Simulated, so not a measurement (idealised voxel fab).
process module | voxel ribs on slabs
cross-section cut | 180 nm wide | cells 5 nm
A cross-section is a grid of square cells, given in bands from the top down. A band is one or more rows of cells.
Each band's line starts with the height of the band's top and of its bottom, in nm. Then come its materials from left to right, each with its width in nm. One material with "throughout" fills the band from edge to edge. "air" is empty space.
Height 0 is the level under which the wafer as received is all one material. The lowest band goes on downwards, as in "0 down".
A width such as "30 to 40" changes by the same amount from each row of cells to the next, from the band's top row to its bottom row.
"no change" after a step means that no cell of the cross-section changed.
closed voids: empty space of 8 cells or more with no open way to the top, each as width x height at its distance from the left edge, in nm
after a step's settings: what the simulator itself notes on the step
overlay nm, on a step with a mask: how far to the right of its planned place the mask lay; to the left if negative
plan
1 op RECEIVE | material Si
2 op DIRECTIONAL_DEP | material SiO2 | thk nm 25
3 op DIRECTIONAL_DEP | material polySi | thk nm 15
4 op MASKED_ETCH | tone cover | mask id RIB | width nm 20 | etch materials polySi | depth nm 10 | overlay nm 0
5 op PATTERN | tone cover | mask id SLAB | material resist | width nm 80 | thk nm 15 | overlay nm 0
6 op DIRECTIONAL_ETCH | etch materials polySi | depth nm 5
7 op STRIP | etch materials resist
8 op FILL_DEP | material SiO2 | thk nm 20
9 op CMP | height nm 50
10 op DIRECTIONAL_DEP | material W | thk nm 5
11 op PATTERN | tone cover | mask id HEATER | material resist | width nm 20 | thk nm 20 | overlay nm 0
12 op DIRECTIONAL_ETCH | etch materials W | depth nm 5
13 op STRIP | etch materials resist
14 op CONFORMAL_DEP | material SiN | thk nm 10
varied across the wafers: width nm of step 11. The plan shows the first wafer's value. All wafers start alike
first wafer as received, after step 1
  0 down: Si throughout
  closed voids: none
first wafer at the end, after step 14
  65 to 60: air 70 | SiN 40 | air 70
  60 to 55: SiN throughout
  55 to 50: SiN 80 | W 20 | SiN 80
  50 to 40: SiO2 throughout
  40 to 30: SiO2 80 | polySi 20 | SiO2 80
  30 to 25: SiO2 50 | polySi 80 | SiO2 50
  25 to 0: SiO2 throughout
  0 down: Si throughout
  closed voids: none
last wafer at the end
  65 to 60: air 60 | SiN 65 | air 55
  60 to 55: SiN throughout
  55 to 50: SiN 70 | W 45 | SiN 65
  50 to 40: SiO2 throughout
  40 to 30: SiO2 80 | polySi 20 | SiO2 80
  30 to 25: SiO2 50 | polySi 80 | SiO2 50
  25 to 0: SiO2 throughout
  0 down: Si throughout
  closed voids: none
each wafer at the end: cells of each material gained (+) or lost (-) since it was received, then its closed voids
width nm 20 | +76 SiN | +336 SiO2 | +4 W | +24 polySi | closed voids: none
width nm 25 | +76 SiN | +336 SiO2 | +5 W | +24 polySi | closed voids: none
width nm 30 | +76 SiN | +336 SiO2 | +6 W | +24 polySi | closed voids: none
width nm 35 | +76 SiN | +336 SiO2 | +7 W | +24 polySi | closed voids: none
width nm 40 | +76 SiN | +336 SiO2 | +8 W | +24 polySi | closed voids: none
width nm 45 | +76 SiN | +336 SiO2 | +9 W | +24 polySi | closed voids: none
